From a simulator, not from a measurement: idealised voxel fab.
A process module follows: voxel wiring stack.
In the cross-section labelled cut, the width is 165 nm and each square cell is 5 nm.
Cross-section format: a grid of square cells, given as bands from top to bottom; each band is one or more rows of cells. Heads up on the band format: heights come first, top then bottom, in nm. After that it's the materials left to right, each with its width in nm. A single material flagged "everywhere" fills the whole band edge to edge, and "blank" means there's empty space there. Convention: height 0 is the level below which the wafer, as received, is all one material. The lowest band does not terminate at the bottom but continues downward, represented as "from 0 down". Width "30 to 40": first value at the band's top row of cells, second value at its bottom row, equal change from row to row. "left unchanged" (step): cross-section cells unchanged, all of them. Voids not open to the top, 8 cells minimum: see "Unvented internal voids". Written width x height at distance; distance is from the left edge; nm. Heads up: the bit after the settings on a step's line is the simulator's remark on that step. overlay nm: step with mask; distance mask lay right of planned place; negative value = left of planned place.

[Steps in the process plan]
step 1: RECEIVE | material Si
step 2: CONFORMAL_DEP | material SiO2 | thk nm 15
step 3: CONFORMAL_DEP | material SiN | thk nm 5
step 4: DIRECTIONAL_DEP | material lowk | thk nm 15
step 5: PATTERN | tone open | mask id METAL_1 | material resist | width nm 30 | pitch nm 55 | thk nm 20 | overlay nm 0
step 6: DIRECTIONAL_ETCH | etch materials lowk | depth nm 15
step 7: DIRECTIONAL_ETCH | etch materials SiN | depth nm 5
step 8: STRIP | etch materials resist
step 9: CONFORMAL_DEP | material TiN | thk nm 5
step 10: FILL_DEP | material W | thk nm 5
step 11: CMP | height nm 35
step 12: EPI | material Ru | thk nm 5
step 13: FILL_DEP | material SiCN | thk nm 5
step 14: DIRECTIONAL_DEP | material lowk | thk nm 30
step 15: DIRECTIONAL_DEP | material aC | thk nm 15
step 16: PATTERN | tone open | mask id METAL_2_HOLES | material resist | width nm 15 | thk nm 35 | overlay nm 0
step 17: DIRECTIONAL_ETCH | etch materials aC | depth nm 15
step 18: STRIP | etch materials resist
step 19: DIRECTIONAL_ETCH | etch materials lowk | depth nm 30
step 20: STRIP | etch materials aC
step 21: DIRECTIONAL_DEP | material aC | thk nm 10
step 22: PATTERN | tone open | mask id METAL_2 | material resist | width nm 30 | pitch nm 55 | thk nm 25 | overlay nm 0
step 23: DIRECTIONAL_ETCH | etch materials aC | depth nm 10
step 24: STRIP | etch materials resist
step 25: DIRECTIONAL_ETCH | etch materials lowk | depth nm 20
step 26: DIRECTIONAL_ETCH | etch materials SiCN | depth nm 5
step 27: STRIP | etch materials aC
step 28: CONFORMAL_DEP | material TiN | thk nm 5
step 29: FILL_DEP | material Cu | thk nm 10
step 30: CMP | height nm 75
step 31: CONFORMAL_DEP | material SiN | thk nm 5

[As-received wafer cross-section (after step 1)]
	from 0 down  Si everywhere
	Unvented internal voids: none

[Starting structure and process plan are as shown above, but one mistake was made in running the module; the wafer cross-section at the end of the module follows]
	from 80 to 75  SiN everywhere
	from 75 to 60  lowk: 40, then TiN: 5, then Cu: 5, then TiN: 5, then lowk: 110
	from 60 to 55  lowk: 40, then TiN: 15, then lowk: 110
	from 55 to 45  lowk everywhere
	from 45 to 40  SiCN everywhere
	from 40 to 35  SiCN: 35, then Ru: 40, then SiCN: 15, then Ru: 40, then SiCN: 35
	from 35 to 20  lowk: 40, then TiN: 5, then W: 20, then TiN: 5, then lowk: 25, then TiN: 5, then W: 20, then TiN: 5, then lowk: 40
	from 20 to 15  SiN: 40, then TiN: 30, then SiN: 25, then TiN: 30, then SiN: 40
	from 15 to 0  SiO2 everywhere
	from 0 down  Si everywhere
	Unvented internal voids: none
what went wrong: twice, step 14 of the plan was run
